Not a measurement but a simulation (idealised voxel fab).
process module | voxel ribs on slabs
cross-section cut | 140 nm wide | cells 5 nm
A cross-section is a grid of square cells, given in bands from the top down. A band is one or more rows of cells.
Each band's line starts with the height of the band's top and of its bottom, in nm. Then come its materials from left to right, each with its width in nm. One material with "throughout" fills the band from edge to edge. "air" is empty space.
Height 0 is the level under which the wafer as received is all one material. The lowest band goes on downwards, as in "0 down".
A width such as "30 to 40" changes by the same amount from each row of cells to the next, from the band's top row to its bottom row.
"no change" after a step means that no cell of the cross-section changed.
closed voids: empty space of 8 cells or more with no open way to the top, each as width x height at its distance from the left edge, in nm
after a step's settings: what the simulator itself notes on the step
overlay nm, on a step with a mask: how far to the right of its planned place the mask lay; to the left if negative
plan
1 op RECEIVE | material Si
2 op DIRECTIONAL_DEP | material SiO2 | thk nm 20
3 op DIRECTIONAL_DEP | material polySi | thk nm 25
4 op PATTERN | tone cover | mask id RIB | material resist | width nm 30 | thk nm 15 | overlay nm 0
5 op DIRECTIONAL_ETCH | etch materials polySi | depth nm 10
6 op STRIP | etch materials resist
7 op DIRECTIONAL_DEP | material aC | thk nm 15
8 op PATTERN | tone cover | mask id SLAB | material resist | width nm 80 | thk nm 30 | overlay nm 0
9 op DIRECTIONAL_ETCH | etch materials aC | depth nm 15
10 op STRIP | etch materials resist
11 op DIRECTIONAL_ETCH | etch materials polySi | depth nm 15
12 op STRIP | etch materials aC
13 op FILL_DEP | material SiO2 | thk nm 25
14 op CMP | height nm 60
15 op DIRECTIONAL_DEP | material W | thk nm 10
16 op MASKED_ETCH | tone cover | mask id HEATER | width nm 40 | etch materials W | depth nm 10 | overlay nm 0
17 op CONFORMAL_DEP | material SiN | thk nm 10
varied across the wafers: width nm of step 8. The plan shows the first wafer's value. All wafers start alike
first wafer as received, after step 1
  0 down: Si throughout
  closed voids: none
first wafer at the end, after step 17
  80 to 70: air 40 | SiN 60 | air 40
  70 to 60: SiN 50 | W 40 | SiN 50
  60 to 45: SiO2 throughout
  45 to 35: SiO2 55 | polySi 30 | SiO2 55
  35 to 20: SiO2 30 | polySi 80 | SiO2 30
  20 to 0: SiO2 throughout
  0 down: Si throughout
  closed voids: none
last wafer at the end
  80 to 70: air 40 | SiN 60 | air 40
  70 to 60: SiN 50 | W 40 | SiN 50
  60 to 45: SiO2 throughout
  45 to 35: SiO2 55 | polySi 30 | SiO2 55
  35 to 20: SiO2 20 | polySi 105 | SiO2 15
  20 to 0: SiO2 throughout
  0 down: Si throughout
  closed voids: none
each wafer at the end: cells of each material gained (+) or lost (-) since it was received, then its closed voids
width nm 80 | +64 SiN | +276 SiO2 | +16 W | +60 polySi | closed voids: none
width nm 85 | +64 SiN | +273 SiO2 | +16 W | +63 polySi | closed voids: none
width nm 90 | +64 SiN | +270 SiO2 | +16 W | +66 polySi | closed voids: none
width nm 95 | +64 SiN | +267 SiO2 | +16 W | +69 polySi | closed voids: none
width nm 100 | +64 SiN | +264 SiO2 | +16 W | +72 polySi | closed voids: none
width nm 105 | +64 SiN | +261 SiO2 | +16 W | +75 polySi | closed voids: none
